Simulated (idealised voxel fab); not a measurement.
process module | voxel spacer lines
cross-section cut | 280 nm wide | cells 5 nm
A cross-section is a grid of square cells, given in bands from the top down. A band is one or more rows of cells.
Each band's line starts with the height of the band's top and of its bottom, in nm. Then come its materials from left to right, each with its width in nm. One material with "throughout" fills the band from edge to edge. "air" is empty space.
Height 0 is the level under which the wafer as received is all one material. The lowest band goes on downwards, as in "0 down".
A width such as "30 to 40" changes by the same amount from each row of cells to the next, from the band's top row to its bottom row.
"no change" after a step means that no cell of the cross-section changed.
closed voids: empty space of 8 cells or more with no open way to the top, each as width x height at its distance from the left edge, in nm
after a step's settings: what the simulator itself notes on the step
overlay nm, on a step with a mask: how far to the right of its planned place the mask lay; to the left if negative
plan
1 op RECEIVE | material Si
2 op CONFORMAL_DEP | material Al2O3 | thk nm 5
3 op DIRECTIONAL_DEP | material polySi | thk nm 10
4 op DIRECTIONAL_DEP | material aC | thk nm 20
5 op PATTERN | tone cover | mask id MANDREL | material resist | width nm 15 | pitch nm 60 | thk nm 30 | overlay nm 0
6 op DIRECTIONAL_ETCH | etch materials aC | depth nm 20
7 op STRIP | etch materials resist
8 op CONFORMAL_DEP | material SiO2 | thk nm 15
9 op DIRECTIONAL_ETCH | etch materials SiO2 | depth nm 15
10 op STRIP | etch materials aC
11 op DIRECTIONAL_ETCH | etch materials polySi | depth nm 10
12 op STRIP | etch materials SiO2
as received, after step 1
  0 down: Si throughout
  closed voids: none
first wafer at the end, as planned
  15 to 5: air 55 | polySi 15 | air 15 | polySi 15 | air 15 | polySi 15 | air 15 | polySi 15 | air 15 | polySi 15 | air 15 | polySi 15 | air 60
  5 to 0: Al2O3 throughout
  0 down: Si throughout
  closed voids: none
second wafer at the end: like start, like plan, one mistake
  40 to 35: air 55 | polySi 45 | air 15 | polySi 45 | air 15 | polySi 45 | air 60
  35 to 20: air 55 | polySi 15 | aC 15 | polySi 15 | air 15 | polySi 15 | aC 15 | polySi 15 | air 15 | polySi 15 | aC 15 | polySi 15 | air 60
  20 to 15: polySi 70 | aC 15 | polySi 45 | aC 15 | polySi 45 | aC 15 | polySi 75
  15 to 5: polySi throughout
  5 to 0: Al2O3 throughout
  0 down: Si throughout
  closed voids: none
what went wrong: step 8 ran as: op CONFORMAL_DEP | material polySi | thk nm 15
at the end the second wafer has, in cells: 36 more of aC | 204 more of polySi
